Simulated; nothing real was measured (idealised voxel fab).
You're looking at the process module voxel air gaps.
Section shown: cut. Width: 240 nm. Cell size: 5 nm, square.
Cross-section layout: square cells on a grid; listed as bands, top to bottom; a band spans one or more cell rows.
Basically the band line says how high the top is and how high the bottom is, in nm, and then what's in it from left to right, every material with its width in nm. Empty space shows up as "air", and if a single material carries "full width" it runs the full band edge to edge.
Beneath 0, the wafer as received is one material, and that level is where height counting begins. The lowest band goes on downward without a bottom; it is written like "0 nm and below".
A width such as "30..40" changes by the same amount from each row of cells to the next, from the band's top row to its bottom row.
"no alteration" (step): cross-section cells unchanged, all of them.
In "Closed void list" the enclosed voids are listed, meaning empty spaces of 8 cells or larger without any opening to the top. The form is width x height at distance, distance from the left edge, units nm.
Formally, on a step line, whatever follows the settings is a remark that the simulator itself makes on the step.
overlay nm: mask offset rightward from planned place, masked step; negative means leftward offset.

## Planned process steps
1: RECEIVE | material Si
2: CONFORMAL_DEP | material SiO2 | thk nm 15
3: CONFORMAL_DEP | material SiCN | thk nm 5
4: DIRECTIONAL_DEP | material SiO2 | thk nm 40
5: PATTERN | tone open | mask id LINES | material resist | width nm 15 | pitch nm 40 | thk nm 20 | overlay nm 0
6: DIRECTIONAL_ETCH | etch materials SiO2 | depth nm 40
7: STRIP | etch materials resist
8: CONFORMAL_DEP | material TiN | thk nm 5
9: FILL_DEP | material Cu | thk nm 5
10: CMP | height nm 60
11: EPI | material Ru | thk nm 10
12: SELECTIVE_ETCH | etch materials SiO2 | depth nm 50
13: CONFORMAL_DEP | material SiCN | thk nm 5

## The first wafer of two, processed as planned

## Cross-section of the wafer at receipt, which is the condition after step 1
- 0 nm and below: Si full width
- Closed void list: none

## Wafer xsec, post step 2
- 15 nm to 0 nm: SiO2 full width
- Under 0: no change, same as before.

## Wafer xsec, post step 3
- 20 nm to 15 nm: SiCN full width
- Under 15: no change, same as before.

## Wafer xsec, post step 4
- 60 nm to 20 nm: SiO2 full width
- Under 20: no change, same as before.

## Wafer xsec, post step 5
- 80 nm to 60 nm: resist 50, then air 15, then resist 25, then air 15, then resist 25, then air 15, then resist 25, then air 15, then resist 55
- Under 60: no change, same as before.

## Wafer xsec, post step 6
- 80 nm to 60 nm: resist 50, then air 15, then resist 25, then air 15, then resist 25, then air 15, then resist 25, then air 15, then resist 55
- 60 nm to 20 nm: SiO2 50, then air 15, then SiO2 25, then air 15, then SiO2 25, then air 15, then SiO2 25, then air 15, then SiO2 55
- Under 20: no change, same as before.

## Wafer xsec, post step 7
- 60 nm to 20 nm: SiO2 50, then air 15, then SiO2 25, then air 15, then SiO2 25, then air 15, then SiO2 25, then air 15, then SiO2 55
- Under 20: no change, same as before.

## Wafer xsec, post step 8
- 65 nm to 60 nm: TiN 55, then air 5, then TiN 35, then air 5, then TiN 35, then air 5, then TiN 35, then air 5, then TiN 60
- 60 nm to 25 nm: SiO2 50, then TiN 5, then air 5, then TiN 5, then SiO2 25, then TiN 5, then air 5, then TiN 5, then SiO2 25, then TiN 5, then air 5, then TiN 5, then SiO2 25, then TiN 5, then air 5, then TiN 5, then SiO2 55
- 25 nm to 20 nm: SiO2 50, then TiN 15, then SiO2 25, then TiN 15, then SiO2 25, then TiN 15, then SiO2 25, then TiN 15, then SiO2 55
- Under 20: no change, same as before.

## Wafer xsec, post step 9
- 70 nm to 65 nm: Cu full width
- 65 nm to 60 nm: TiN 55, then Cu 5, then TiN 35, then Cu 5, then TiN 35, then Cu 5, then TiN 35, then Cu 5, then TiN 60
- 60 nm to 25 nm: SiO2 50, then TiN 5, then Cu 5, then TiN 5, then SiO2 25, then TiN 5, then Cu 5, then TiN 5, then SiO2 25, then TiN 5, then Cu 5, then TiN 5, then SiO2 25, then TiN 5, then Cu 5, then TiN 5, then SiO2 55
- Under 25: no change, same as before.

## Wafer xsec, post step 10
- 60 nm to 25 nm: SiO2 50, then TiN 5, then Cu 5, then TiN 5, then SiO2 25, then TiN 5, then Cu 5, then TiN 5, then SiO2 25, then TiN 5, then Cu 5, then TiN 5, then SiO2 25, then TiN 5, then Cu 5, then TiN 5, then SiO2 55
- Under 25: no change, same as before.

## Wafer xsec, post step 11
- 70 nm to 60 nm: air 40, then Ru 35, then air 5, then Ru 35, then air 5, then Ru 35, then air 5, then Ru 35, then air 45
- Under 60: no change, same as before.

## Wafer xsec, post step 12
- 70 nm to 60 nm: air 40, then Ru 35, then air 5, then Ru 35, then air 5, then Ru 35, then air 5, then Ru 35, then air 45
- 60 nm to 25 nm: air 50, then TiN 5, then Cu 5, then TiN 5, then air 25, then TiN 5, then Cu 5, then TiN 5, then air 25, then TiN 5, then Cu 5, then TiN 5, then air 25, then TiN 5, then Cu 5, then TiN 5, then air 55
- 25 nm to 20 nm: air 50, then TiN 15, then air 25, then TiN 15, then air 25, then TiN 15, then air 25, then TiN 15, then air 55
- Under 20: no change, same as before.

## Wafer xsec, post step 13
- 75 nm to 70 nm: air 35, then SiCN 165, then air 40
- 70 nm to 60 nm: air 35, then SiCN 5, then Ru 35, then SiCN 5, then Ru 35, then SiCN 5, then Ru 35, then SiCN 5, then Ru 35, then SiCN 5, then air 40
- 60 nm to 55 nm: air 35, then SiCN 15, then TiN 5, then Cu 5, then TiN 5, then SiCN 25, then TiN 5, then Cu 5, then TiN 5, then SiCN 25, then TiN 5, then Cu 5, then TiN 5, then SiCN 25, then TiN 5, then Cu 5, then TiN 5, then SiCN 15, then air 40
- 55 nm to 25 nm: air 45, then SiCN 5, then TiN 5, then Cu 5, then TiN 5, then SiCN 5, then air 15, then SiCN 5, then TiN 5, then Cu 5, then TiN 5, then SiCN 5, then air 15, then SiCN 5, then TiN 5, then Cu 5, then TiN 5, then SiCN 5, then air 15, then SiCN 5, then TiN 5, then Cu 5, then TiN 5, then SiCN 5, then air 50
- 25 nm to 20 nm: SiCN 50, then TiN 15, then SiCN 25, then TiN 15, then SiCN 25, then TiN 15, then SiCN 25, then TiN 15, then SiCN 55
- Under 20: no change, same as before.
- Closed void list: 15 x 30 at 70; 15 x 30 at 110; 15 x 30 at 150

## Second wafer: same start and same plan as the first, one execution error; identical to the first through step 10

## X-section, second wafer, when step 11 was due to finish
- 80 nm to 60 nm: air 30, then Ru 175, then air 35
- Under 60: no change, same as before.

## X-section, second wafer, when step 12 was due to finish
- 80 nm to 60 nm: air 30, then Ru 175, then air 35
- 60 nm to 25 nm: air 50, then TiN 5, then Cu 5, then TiN 5, then SiO2 25, then TiN 5, then Cu 5, then TiN 5, then SiO2 25, then TiN 5, then Cu 5, then TiN 5, then SiO2 25, then TiN 5, then Cu 5, then TiN 5, then air 55
- 25 nm to 20 nm: air 50, then TiN 15, then SiO2 25, then TiN 15, then SiO2 25, then TiN 15, then SiO2 25, then TiN 15, then air 55
- Under 20: no change, same as before.

## X-section, second wafer, when step 13 was due to finish
- 85 nm to 80 nm: air 25, then SiCN 185, then air 30
- 80 nm to 60 nm: air 25, then SiCN 5, then Ru 175, then SiCN 5, then air 30
- 60 nm to 55 nm: air 25, then SiCN 25, then TiN 5, then Cu 5, then TiN 5, then SiO2 25, then TiN 5, then Cu 5, then TiN 5, then SiO2 25, then TiN 5, then Cu 5, then TiN 5, then SiO2 25, then TiN 5, then Cu 5, then TiN 5, then SiCN 25, then air 30
- 55 nm to 25 nm: air 45, then SiCN 5, then TiN 5, then Cu 5, then TiN 5, then SiO2 25, then TiN 5, then Cu 5, then TiN 5, then SiO2 25, then TiN 5, then Cu 5, then TiN 5, then SiO2 25, then TiN 5, then Cu 5, then TiN 5, then SiCN 5, then air 50
- 25 nm to 20 nm: SiCN 50, then TiN 15, then SiO2 25, then TiN 15, then SiO2 25, then TiN 15, then SiO2 25, then TiN 15, then SiCN 55
- Under 20: no change, same as before.
What was the processing mistake? it should be noted that step 11 of the plan was executed twice
Final comparison by cell count, materials where the second wafer has more or fewer than the first: Ru +84, SiCN -60, SiO2 +120
The first wafer finishes with 3 closed voids, while the second finishes with 0.
